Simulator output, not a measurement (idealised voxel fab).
process module | voxel self aligned vias
cross-section cut | 280 nm wide | cells 5 nm
A cross-section is a grid of square cells, given in bands from the top down. A band is one or more rows of cells.
Each band's line starts with the height of the band's top and of its bottom, in nm. Then come its materials from left to right, each with its width in nm. One material with "throughout" fills the band from edge to edge. "air" is empty space.
Height 0 is the level under which the wafer as received is all one material. The lowest band goes on downwards, as in "0 down".
A width such as "30 to 40" changes by the same amount from each row of cells to the next, from the band's top row to its bottom row.
"no change" after a step means that no cell of the cross-section changed.
closed voids: empty space of 8 cells or more with no open way to the top, each as width x height at its distance from the left edge, in nm
after a step's settings: what the simulator itself notes on the step
overlay nm, on a step with a mask: how far to the right of its planned place the mask lay; to the left if negative
plan
1 op RECEIVE | material Si
2 op CONFORMAL_DEP | material SiO2 | thk nm 10
3 op CONFORMAL_DEP | material SiCN | thk nm 5
4 op DIRECTIONAL_DEP | material lowk | thk nm 20
5 op DIRECTIONAL_DEP | material aC | thk nm 10
6 op PATTERN | tone open | mask id LINES | material resist | width nm 25 | pitch nm 70 | thk nm 25 | overlay nm 0
7 op DIRECTIONAL_ETCH | etch materials aC | depth nm 10
8 op STRIP | etch materials resist
9 op DIRECTIONAL_ETCH | etch materials lowk | depth nm 20
10 op STRIP | etch materials aC
11 op CONFORMAL_DEP | material TiN | thk nm 5
12 op FILL_DEP | material Ru | thk nm 10
13 op CMP | height nm 35
14 op SELECTIVE_ETCH | etch materials W Ru TiN | depth nm 10
15 op FILL_DEP | material SiN | thk nm 10
16 op CMP | height nm 35
17 op DIRECTIONAL_DEP | material lowk | thk nm 15
18 op DIRECTIONAL_DEP | material aC | thk nm 15
19 op PATTERN | tone open | mask id VIAS | material resist | width nm 45 | pitch nm 70 | thk nm 30 | overlay nm 0
20 op DIRECTIONAL_ETCH | etch materials aC | depth nm 15
21 op STRIP | etch materials resist
22 op DIRECTIONAL_ETCH | etch materials lowk | depth nm 15
23 op DIRECTIONAL_ETCH | etch materials SiN | depth nm 10
24 op STRIP | etch materials aC
25 op CONFORMAL_DEP | material TiN | thk nm 5
26 op FILL_DEP | material W | thk nm 10
27 op CMP | height nm 50
28 op CONFORMAL_DEP | material SiCN | thk nm 5
as received, after step 1
  0 down: Si throughout
  closed voids: none
first wafer at the end, as planned
  55 to 50: SiCN throughout
  50 to 40: lowk 45 | TiN 5 | W 35 | TiN 5 | lowk 25 | TiN 5 | W 35 | TiN 5 | lowk 25 | TiN 5 | W 35 | TiN 5 | lowk 50
  40 to 30: lowk 45 to 55 | TiN 15 to 5 | W 15 | TiN 15 to 5 | lowk 25 to 45 | TiN 15 to 5 | W 15 | TiN 15 to 5 | lowk 25 to 45 | TiN 15 to 5 | W 15 | TiN 15 to 5 | lowk 50 to 60
  30 to 25: lowk 55 | TiN 25 | lowk 45 | TiN 25 | lowk 45 | TiN 25 | lowk 60
  25 to 20: lowk 55 | TiN 5 | Ru 15 | TiN 5 | lowk 45 | TiN 5 | Ru 15 | TiN 5 | lowk 45 | TiN 5 | Ru 15 | TiN 5 | lowk 60
  20 to 15: lowk 55 | TiN 25 | lowk 45 | TiN 25 | lowk 45 | TiN 25 | lowk 60
  15 to 10: SiCN throughout
  10 to 0: SiO2 throughout
  0 down: Si throughout
  closed voids: none
second wafer at the end: like start, like plan, one mistake
  55 to 50: SiCN throughout
  50 to 40: lowk 45 | TiN 5 | W 35 | TiN 5 | lowk 25 | TiN 5 | W 35 | TiN 5 | lowk 25 | TiN 5 | W 35 | TiN 5 | lowk 50
  40 to 30: lowk 45 to 55 | TiN 15 to 5 | W 15 | TiN 15 to 5 | lowk 25 to 45 | TiN 15 to 5 | W 15 | TiN 15 to 5 | lowk 25 to 45 | TiN 15 to 5 | W 15 | TiN 15 to 5 | lowk 50 to 60
  30 to 20: lowk 55 | TiN 25 | lowk 45 | TiN 25 | lowk 45 | TiN 25 | lowk 60
  20 to 15: SiCN throughout
  15 to 0: SiO2 throughout
  0 down: Si throughout
  closed voids: none
what went wrong: step 2 ran as: op CONFORMAL_DEP | material SiO2 | thk nm 15
at the end the second wafer has, in cells: 9 fewer of Ru | 56 more of SiO2 | 6 fewer of TiN | 41 fewer of lowk
